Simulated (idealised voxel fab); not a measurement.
The process module presented herein is designated voxel self aligned vias.
cross-section cut | 260 nm wide | cells 5 nm
In what follows, cross-sections appear as grids of square cells, described through bands that run from the top down, where every band is one or more rows of cells. In this notation a band is specified by the heights of its top and bottom, in that order and in nm, after which its materials appear from left to right, each paired with its width in nm. The word "full width" attached to a single material means that material fills the band from edge to edge; the word "blank" stands for empty space. Where do heights start? At 0: under that level the wafer as delivered is made of one material only. And the lowest band has no floor; it just carries on downward, as in "z 0 and below". The two numbers in a width such as "30..40" mark its ends across the band: the first belongs to the top row of cells, the second to the bottom row, and from each row to the next the width moves by the same amount. Step note "identical to before" = no cross-section cell changed. Enclosed voids (no open way to top), threshold 8 cells or more, entry "Enclosed cavities", notation width x height at distance, distance from left edge, nm. Anything after a step's settings on that line? It's the simulator's own note about the step. A step's line can hold "overlay nm"; with a mask on that step, the setting says how far right of the planned place the mask lay, while a negative setting says it lay to the left.

# So here's the lineup of process steps we planned
1: RECEIVE: material Si
2: CONFORMAL_DEP: material SiO2, thk nm 10
3: CONFORMAL_DEP: material SiCN, thk nm 5
4: DIRECTIONAL_DEP: material lowk, thk nm 30
5: DIRECTIONAL_DEP: material aC, thk nm 15
6: PATTERN: tone open, mask id LINES, material resist, width nm 20, pitch nm 60, thk nm 30, overlay nm 0
7: DIRECTIONAL_ETCH: etch materials aC, depth nm 15
8: STRIP: etch materials resist
9: DIRECTIONAL_ETCH: etch materials lowk, depth nm 30
10: STRIP: etch materials aC
11: CONFORMAL_DEP: material TiN, thk nm 5
12: FILL_DEP: material Ru, thk nm 5
13: CMP: height nm 45
14: SELECTIVE_ETCH: etch materials W Ru TiN, depth nm 5
15: FILL_DEP: material SiN, thk nm 5
16: CMP: height nm 45
17: DIRECTIONAL_DEP: material lowk, thk nm 20
18: MASKED_ETCH: tone open, mask id VIAS, width nm 40, pitch nm 60, etch materials lowk, depth nm 20, overlay nm 0
19: MASKED_ETCH: tone open, mask id VIAS, width nm 40, pitch nm 60, etch materials SiN, depth nm 5, overlay nm 0
20: CONFORMAL_DEP: material TiN, thk nm 5
21: FILL_DEP: material W, thk nm 5
22: CMP: height nm 65
23: CONFORMAL_DEP: material SiN, thk nm 5

# First of two wafers, processed according to plan

# Cross-section, incoming material, after step 1
- z 0 and below = Si full width
- Enclosed cavities: none

# Sectional view: wafer, after step 2
- z 10 to 0 = SiO2 full width
- Anything lower than 0 is untouched.

# Sectional view: wafer, after step 3
- z 15 to 10 = SiCN full width
- Anything lower than 10 is untouched.

# Sectional view: wafer, after step 4
- z 45 to 15 = lowk full width
- Anything lower than 15 is untouched.

# Sectional view: wafer, after step 5
- z 60 to 45 = aC full width
- Anything lower than 45 is untouched.

# Sectional view: wafer, after step 6
- z 90 to 60 = 90 nm resist / 20 nm blank / 40 nm resist / 20 nm blank / 90 nm resist
- Anything lower than 60 is untouched.

# Sectional view: wafer, after step 7
- z 75 to 60 = 90 nm resist / 20 nm blank / 40 nm resist / 20 nm blank / 90 nm resist
- z 60 to 45 = 90 nm aC / 20 nm blank / 40 nm aC / 20 nm blank / 90 nm aC
- Anything lower than 45 is untouched.

# Sectional view: wafer, after step 8
- z 60 to 45 = 90 nm aC / 20 nm blank / 40 nm aC / 20 nm blank / 90 nm aC
- Anything lower than 45 is untouched.

# Sectional view: wafer, after step 9
- z 60 to 45 = 90 nm aC / 20 nm blank / 40 nm aC / 20 nm blank / 90 nm aC
- z 45 to 15 = 90 nm lowk / 20 nm blank / 40 nm lowk / 20 nm blank / 90 nm lowk
- Anything lower than 15 is untouched.

# Sectional view: wafer, after step 10
- z 45 to 15 = 90 nm lowk / 20 nm blank / 40 nm lowk / 20 nm blank / 90 nm lowk
- Anything lower than 15 is untouched.

# Sectional view: wafer, after step 11
- z 50 to 45 = 95 nm TiN / 10 nm blank / 50 nm TiN / 10 nm blank / 95 nm TiN
- z 45 to 20 = 90 nm lowk / 5 nm TiN / 10 nm blank / 5 nm TiN / 40 nm lowk / 5 nm TiN / 10 nm blank / 5 nm TiN / 90 nm lowk
- z 20 to 15 = 90 nm lowk / 20 nm TiN / 40 nm lowk / 20 nm TiN / 90 nm lowk
- Anything lower than 15 is untouched.

# Sectional view: wafer, after step 12
- z 55 to 50 = Ru full width
- z 50 to 45 = 95 nm TiN / 10 nm Ru / 50 nm TiN / 10 nm Ru / 95 nm TiN
- z 45 to 20 = 90 nm lowk / 5 nm TiN / 10 nm Ru / 5 nm TiN / 40 nm lowk / 5 nm TiN / 10 nm Ru / 5 nm TiN / 90 nm lowk
- Anything lower than 20 is untouched.

# Sectional view: wafer, after step 13
- z 45 to 20 = 90 nm lowk / 5 nm TiN / 10 nm Ru / 5 nm TiN / 40 nm lowk / 5 nm TiN / 10 nm Ru / 5 nm TiN / 90 nm lowk
- Anything lower than 20 is untouched.

# Sectional view: wafer, after step 14
- z 45 to 40 = 90 nm lowk / 20 nm blank / 40 nm lowk / 20 nm blank / 90 nm lowk
- Anything lower than 40 is untouched.

# Sectional view: wafer, after step 15
- z 50 to 45 = SiN full width
- z 45 to 40 = 90 nm lowk / 20 nm SiN / 40 nm lowk / 20 nm SiN / 90 nm lowk
- Anything lower than 40 is untouched.

# Sectional view: wafer, after step 16
- z 45 to 40 = 90 nm lowk / 20 nm SiN / 40 nm lowk / 20 nm SiN / 90 nm lowk
- Anything lower than 40 is untouched.

# Sectional view: wafer, after step 17
- z 65 to 45 = lowk full width
- Anything lower than 45 is untouched.

# Sectional view: wafer, after step 18
- z 65 to 45 = 80 nm lowk / 40 nm blank / 20 nm lowk / 40 nm blank / 80 nm lowk
- Anything lower than 45 is untouched.

# Sectional view: wafer, after step 19
- z 65 to 45 = 80 nm lowk / 40 nm blank / 20 nm lowk / 40 nm blank / 80 nm lowk
- z 45 to 40 = 90 nm lowk / 20 nm blank / 40 nm lowk / 20 nm blank / 90 nm lowk
- Anything lower than 40 is untouched.

# Sectional view: wafer, after step 20
- z 70 to 65 = 85 nm TiN / 30 nm blank / 30 nm TiN / 30 nm blank / 85 nm TiN
- z 65 to 50 = 80 nm lowk / 5 nm TiN / 30 nm blank / 5 nm TiN / 20 nm lowk / 5 nm TiN / 30 nm blank / 5 nm TiN / 80 nm lowk
- z 50 to 45 = 80 nm lowk / 15 nm TiN / 10 nm blank / 15 nm TiN / 20 nm lowk / 15 nm TiN / 10 nm blank / 15 nm TiN / 80 nm lowk
- z 45 to 40 = 90 nm lowk / 20 nm TiN / 40 nm lowk / 20 nm TiN / 90 nm lowk
- Anything lower than 40 is untouched.

# Sectional view: wafer, after step 21
- z 75 to 70 = W full width
- z 70 to 65 = 85 nm TiN / 30 nm W / 30 nm TiN / 30 nm W / 85 nm TiN
- z 65 to 50 = 80 nm lowk / 5 nm TiN / 30 nm W / 5 nm TiN / 20 nm lowk / 5 nm TiN / 30 nm W / 5 nm TiN / 80 nm lowk
- z 50 to 45 = 80 nm lowk / 15 nm TiN / 10 nm W / 15 nm TiN / 20 nm lowk / 15 nm TiN / 10 nm W / 15 nm TiN / 80 nm lowk
- Anything lower than 45 is untouched.

# Sectional view: wafer, after step 22
- z 65 to 50 = 80 nm lowk / 5 nm TiN / 30 nm W / 5 nm TiN / 20 nm lowk / 5 nm TiN / 30 nm W / 5 nm TiN / 80 nm lowk
- Anything lower than 50 is untouched.

# Sectional view: wafer, after step 23
- z 70 to 65 = SiN full width
- Anything lower than 65 is untouched.

# Wafer two of the pair: same origin, same plan, one error during the run; identical to wafer one up to and including step 16

# Cross-section of the second wafer when, according to plan, step 17 should have finished
- z 55 to 45 = lowk full width
- Anything lower than 45 is untouched.

# Cross-section of the second wafer when, according to plan, step 18 should have finished
- z 55 to 45 = 80 nm lowk / 40 nm blank / 20 nm lowk / 40 nm blank / 80 nm lowk
- z 45 to 40 = 80 nm lowk / 10 nm blank / 20 nm SiN / 10 nm blank / 20 nm lowk / 10 nm blank / 20 nm SiN / 10 nm blank / 80 nm lowk
- z 40 to 35 = 80 nm lowk / 10 nm blank / 5 nm TiN / 10 nm Ru / 5 nm TiN / 10 nm blank / 20 nm lowk / 10 nm blank / 5 nm TiN / 10 nm Ru / 5 nm TiN / 10 nm blank / 80 nm lowk
- Anything lower than 35 is untouched.

# Cross-section of the second wafer when, according to plan, step 19 should have finished
- z 55 to 40 = 80 nm lowk / 40 nm blank / 20 nm lowk / 40 nm blank / 80 nm lowk
- Anything lower than 40 is untouched.

# Cross-section of the second wafer when, according to plan, step 20 should have finished
- z 60 to 55 = 85 nm TiN / 30 nm blank / 30 nm TiN / 30 nm blank / 85 nm TiN
- z 55 to 45 = 80 nm lowk / 5 nm TiN / 30 nm blank / 5 nm TiN / 20 nm lowk / 5 nm TiN / 30 nm blank / 5 nm TiN / 80 nm lowk
- z 45 to 40 = 80 nm lowk / 40 nm TiN / 20 nm lowk / 40 nm TiN / 80 nm lowk
- z 40 to 35 = 80 nm lowk / 15 nm TiN / 10 nm Ru / 15 nm TiN / 20 nm lowk / 15 nm TiN / 10 nm Ru / 15 nm TiN / 80 nm lowk
- Anything lower than 35 is untouched.

# Cross-section of the second wafer when, according to plan, step 21 should have finished
- z 65 to 60 = W full width
- z 60 to 55 = 85 nm TiN / 30 nm W / 30 nm TiN / 30 nm W / 85 nm TiN
- z 55 to 45 = 80 nm lowk / 5 nm TiN / 30 nm W / 5 nm TiN / 20 nm lowk / 5 nm TiN / 30 nm W / 5 nm TiN / 80 nm lowk
- Anything lower than 45 is untouched.

Cross-section of the second wafer when, according to plan, step 22 should have finished: identical to before

# Cross-section of the second wafer when, according to plan, step 23 should have finished
- z 70 to 65 = SiN full width
- Anything lower than 65 is untouched.
Where did the run depart from the plan? step 17 ran as: DIRECTIONAL_DEP: material lowk, thk nm 10
Wafer comparison, final, in cells, second relative to first, materials more or fewer: TiN: 40 more, W: 48 more, lowk: 88 fewer
